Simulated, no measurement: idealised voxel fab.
Documented hereafter: the process module known as voxel air gaps.
For reference, the cross-section in this document is cut, with width 265 nm and square cells of 5 nm.
Bands, listed from the top down, are how a cross-section gets written in this document; the cross-section itself is a grid of square cells, and a band is one or more rows of them. Top, bottom (nm), then materials left to right with widths (nm); lone material tagged "throughout" fills the whole band edge to edge; "empty" = empty space. Convention: height 0 is the level below which the wafer, as received, is all one material. The lowest band does not terminate at the bottom but continues downward, represented as "0 -> down". Width spec "30..40" -> top row of cells at first value, bottom row at second value, equal per-row change in between. When a step is marked "nothing altered", none of the cells in the cross-section changed during that step. The label "Closed void register" introduces a list of the empty spaces, 8 cells or larger, that have no open way up to the top; each entry in it reads width x height at distance, where the distance is taken from the left edge and all three are stated in nm. On a step's line, text after the settings is the simulator commenting on that step. A step line may carry the setting "overlay nm", which, for steps involving a mask, states the distance by which the mask lay to the right of its intended position; negative values denote displacement to the left.
**The process steps that were planned are listed below**
1: RECEIVE [material Si]
2: CONFORMAL_DEP [material SiO2] [thk nm 15]
3: CONFORMAL_DEP [material SiN] [thk nm 5]
4: DIRECTIONAL_DEP [material SiO2] [thk nm 40]
5: DIRECTIONAL_DEP [material aC] [thk nm 15]
6: PATTERN [tone open] [mask id LINES] [material resist] [width nm 15] [pitch nm 40] [thk nm 35] [overlay nm 0]
7: DIRECTIONAL_ETCH [etch materials aC] [depth nm 15]
8: STRIP [etch materials resist]
9: DIRECTIONAL_ETCH [etch materials SiO2] [depth nm 40]
10: STRIP [etch materials aC]
11: CONFORMAL_DEP [material TiN] [thk nm 5]
12: FILL_DEP [material W] [thk nm 10]
13: CMP [height nm 60]
14: EPI [material Ru] [thk nm 10]
15: SELECTIVE_ETCH [etch materials SiO2] [depth nm 50]
16: CONFORMAL_DEP [material SiN] [thk nm 5]
**As received (post step 1): cross-section**
> 0 -> down: Si throughout
> Closed void register: none
**First of two wafers, end-of-module section, run followed plan**
> 75 -> 70: empty (70); SiN (125); empty (70)
> 70 -> 60: empty (70); SiN (5); Ru (35); SiN (5); Ru (35); SiN (5); Ru (35); SiN (5); empty (70)
> 60 -> 55: empty (70); SiN (15); TiN (5); W (5); TiN (5); SiN (25); TiN (5); W (5); TiN (5); SiN (25); TiN (5); W (5); TiN (5); SiN (15); empty (70)
> 55 -> 25: empty (80); SiN (5); TiN (5); W (5); TiN (5); SiN (5); empty (15); SiN (5); TiN (5); W (5); TiN (5); SiN (5); empty (15); SiN (5); TiN (5); W (5); TiN (5); SiN (5); empty (80)
> 25 -> 20: SiN (85); TiN (15); SiN (25); TiN (15); SiN (25); TiN (15); SiN (85)
> 20 -> 15: SiN throughout
> 15 -> 0: SiO2 throughout
> 0 -> down: Si throughout
> Closed void register: 15 x 30 at 105; 15 x 30 at 145
**This cross-section belongs to the second wafer of two at the end of the module; the start and the plan were shared with the first, and the run included one mistake**
> 75 -> 70: empty (70); SiN (130); empty (65)
> 70 -> 60: empty (70); SiN (5); Ru (120); SiN (5); empty (65)
> 60 -> 55: empty (70); SiN (15); TiN (5); W (10); TiN (5); SiO2 (20); TiN (5); W (10); TiN (5); SiO2 (20); TiN (5); W (10); TiN (5); SiN (15); empty (65)
> 55 -> 25: empty (80); SiN (5); TiN (5); W (10); TiN (5); SiO2 (20); TiN (5); W (10); TiN (5); SiO2 (20); TiN (5); W (10); TiN (5); SiN (5); empty (75)
> 25 -> 20: SiN (85); TiN (20); SiO2 (20); TiN (20); SiO2 (20); TiN (20); SiN (80)
> 20 -> 15: SiN throughout
> 15 -> 0: SiO2 throughout
> 0 -> down: Si throughout
> Closed void register: none
Finding, execution versus plan: contrary to plan, step 6 was performed as PATTERN [tone open] [mask id LINES] [material resist] [width nm 20] [pitch nm 40] [thk nm 35] [overlay nm 0]
The closing comparison, in cells, has the second wafer with more or fewer of some materials than the first: Ru +6, SiN -48, SiO2 +64, TiN +3, W +21
Note - end result: 2 closed voids (first wafer), 0 closed voids (second wafer).
